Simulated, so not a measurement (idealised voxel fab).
process module | voxel self aligned vias
cross-section cut | 140 nm wide | cells 5 nm
A cross-section is a grid of square cells, given in bands from the top down. A band is one or more rows of cells.
Each band's line starts with the height of the band's top and of its bottom, in nm. Then come its materials from left to right, each with its width in nm. One material with "throughout" fills the band from edge to edge. "air" is empty space.
Height 0 is the level under which the wafer as received is all one material. The lowest band goes on downwards, as in "0 down".
A width such as "30 to 40" changes by the same amount from each row of cells to the next, from the band's top row to its bottom row.
"no change" after a step means that no cell of the cross-section changed.
closed voids: empty space of 8 cells or more with no open way to the top, each as width x height at its distance from the left edge, in nm
after a step's settings: what the simulator itself notes on the step
overlay nm, on a step with a mask: how far to the right of its planned place the mask lay; to the left if negative
plan
1 op RECEIVE | material Si
2 op CONFORMAL_DEP | material SiO2 | thk nm 10
3 op CONFORMAL_DEP | material SiCN | thk nm 5
4 op DIRECTIONAL_DEP | material lowk | thk nm 30
5 op PATTERN | tone open | mask id LINES | material resist | width nm 20 | pitch nm 45 | thk nm 20 | overlay nm 0
6 op DIRECTIONAL_ETCH | etch materials lowk | depth nm 30
7 op STRIP | etch materials resist
8 op CONFORMAL_DEP | material TiN | thk nm 5
9 op FILL_DEP | material W | thk nm 10
10 op CMP | height nm 45
11 op SELECTIVE_ETCH | etch materials W Ru TiN | depth nm 10
12 op FILL_DEP | material SiN | thk nm 5
13 op CMP | height nm 45
14 op DIRECTIONAL_DEP | material lowk | thk nm 20
15 op DIRECTIONAL_DEP | material aC | thk nm 10
16 op PATTERN | tone open | mask id VIAS | material resist | width nm 30 | pitch nm 45 | thk nm 25 | overlay nm 0
17 op DIRECTIONAL_ETCH | etch materials aC | depth nm 10
18 op STRIP | etch materials resist
19 op DIRECTIONAL_ETCH | etch materials lowk | depth nm 20
20 op DIRECTIONAL_ETCH | etch materials SiN | depth nm 10
21 op STRIP | etch materials aC
22 op CONFORMAL_DEP | material TiN | thk nm 5
23 op FILL_DEP | material Cu | thk nm 10
24 op CMP | height nm 65
25 op CONFORMAL_DEP | material SiCN | thk nm 5
first wafer, as planned
as received, after step 1
  0 down: Si throughout
  closed voids: none
after step 2
  10 to 0: SiO2 throughout
  below 0: unchanged
after step 3
  15 to 10: SiCN throughout
  below 10: unchanged
after step 4
  45 to 15: lowk throughout
  below 15: unchanged
after step 5
  65 to 45: resist 35 | air 20 | resist 25 | air 20 | resist 40
  below 45: unchanged
after step 6
  65 to 45: resist 35 | air 20 | resist 25 | air 20 | resist 40
  45 to 15: lowk 35 | air 20 | lowk 25 | air 20 | lowk 40
  below 15: unchanged
after step 7
  45 to 15: lowk 35 | air 20 | lowk 25 | air 20 | lowk 40
  below 15: unchanged
after step 8
  50 to 45: TiN 40 | air 10 | TiN 35 | air 10 | TiN 45
  45 to 20: lowk 35 | TiN 5 | air 10 | TiN 5 | lowk 25 | TiN 5 | air 10 | TiN 5 | lowk 40
  20 to 15: lowk 35 | TiN 20 | lowk 25 | TiN 20 | lowk 40
  below 15: unchanged
after step 9
  60 to 50: W throughout
  50 to 45: TiN 40 | W 10 | TiN 35 | W 10 | TiN 45
  45 to 20: lowk 35 | TiN 5 | W 10 | TiN 5 | lowk 25 | TiN 5 | W 10 | TiN 5 | lowk 40
  below 20: unchanged
after step 10
  45 to 20: lowk 35 | TiN 5 | W 10 | TiN 5 | lowk 25 | TiN 5 | W 10 | TiN 5 | lowk 40
  below 20: unchanged
after step 11
  45 to 35: lowk 35 | air 20 | lowk 25 | air 20 | lowk 40
  below 35: unchanged
after step 12
  50 to 45: SiN throughout
  45 to 35: lowk 35 | SiN 20 | lowk 25 | SiN 20 | lowk 40
  below 35: unchanged
after step 13
  45 to 35: lowk 35 | SiN 20 | lowk 25 | SiN 20 | lowk 40
  below 35: unchanged
after step 14
  65 to 45: lowk throughout
  below 45: unchanged
after step 15
  75 to 65: aC throughout
  below 65: unchanged
after step 16
  100 to 75: resist 30 | air 30 | resist 15 | air 30 | resist 35
  below 75: unchanged
after step 17
  90 to 75: resist 30 | air 30 | resist 15 | air 30 | resist 35
  75 to 65: aC 30 | air 30 | aC 15 | air 30 | aC 35
  below 65: unchanged
after step 18
  75 to 65: aC 30 | air 30 | aC 15 | air 30 | aC 35
  below 65: unchanged
after step 19
  75 to 65: aC 30 | air 30 | aC 15 | air 30 | aC 35
  65 to 45: lowk 30 | air 30 | lowk 15 | air 30 | lowk 35
  below 45: unchanged
after step 20
  75 to 65: aC 30 | air 30 | aC 15 | air 30 | aC 35
  65 to 45: lowk 30 | air 30 | lowk 15 | air 30 | lowk 35
  45 to 35: lowk 35 | air 20 | lowk 25 | air 20 | lowk 40
  below 35: unchanged
after step 21
  65 to 45: lowk 30 | air 30 | lowk 15 | air 30 | lowk 35
  below 45: unchanged
after step 22
  70 to 65: TiN 35 | air 20 | TiN 25 | air 20 | TiN 40
  65 to 50: lowk 30 | TiN 5 | air 20 | TiN 5 | lowk 15 | TiN 5 | air 20 | TiN 5 | lowk 35
  50 to 40: lowk 30 to 35 | TiN 10 to 5 | air 10 | TiN 10 to 5 | lowk 15 to 25 | TiN 10 to 5 | air 10 | TiN 10 to 5 | lowk 35 to 40
  40 to 35: lowk 35 | TiN 20 | lowk 25 | TiN 20 | lowk 40
  below 35: unchanged
after step 23
  80 to 70: Cu throughout
  70 to 65: TiN 35 | Cu 20 | TiN 25 | Cu 20 | TiN 40
  65 to 50: lowk 30 | TiN 5 | Cu 20 | TiN 5 | lowk 15 | TiN 5 | Cu 20 | TiN 5 | lowk 35
  50 to 40: lowk 30 to 35 | TiN 10 to 5 | Cu 10 | TiN 10 to 5 | lowk 15 to 25 | TiN 10 to 5 | Cu 10 | TiN 10 to 5 | lowk 35 to 40
  below 40: unchanged
after step 24
  65 to 50: lowk 30 | TiN 5 | Cu 20 | TiN 5 | lowk 15 | TiN 5 | Cu 20 | TiN 5 | lowk 35
  below 50: unchanged
after step 25
  70 to 65: SiCN throughout
  below 65: unchanged
second wafer: like start, like plan, one mistake. Through step 23 it matches the first wafer
when step 24 should have ended: no change
when step 25 should have ended
  85 to 80: SiCN throughout
  below 80: unchanged
what went wrong: step 24 was left out
at the end the second wafer has, in cells: 64 more of Cu | 20 more of TiN
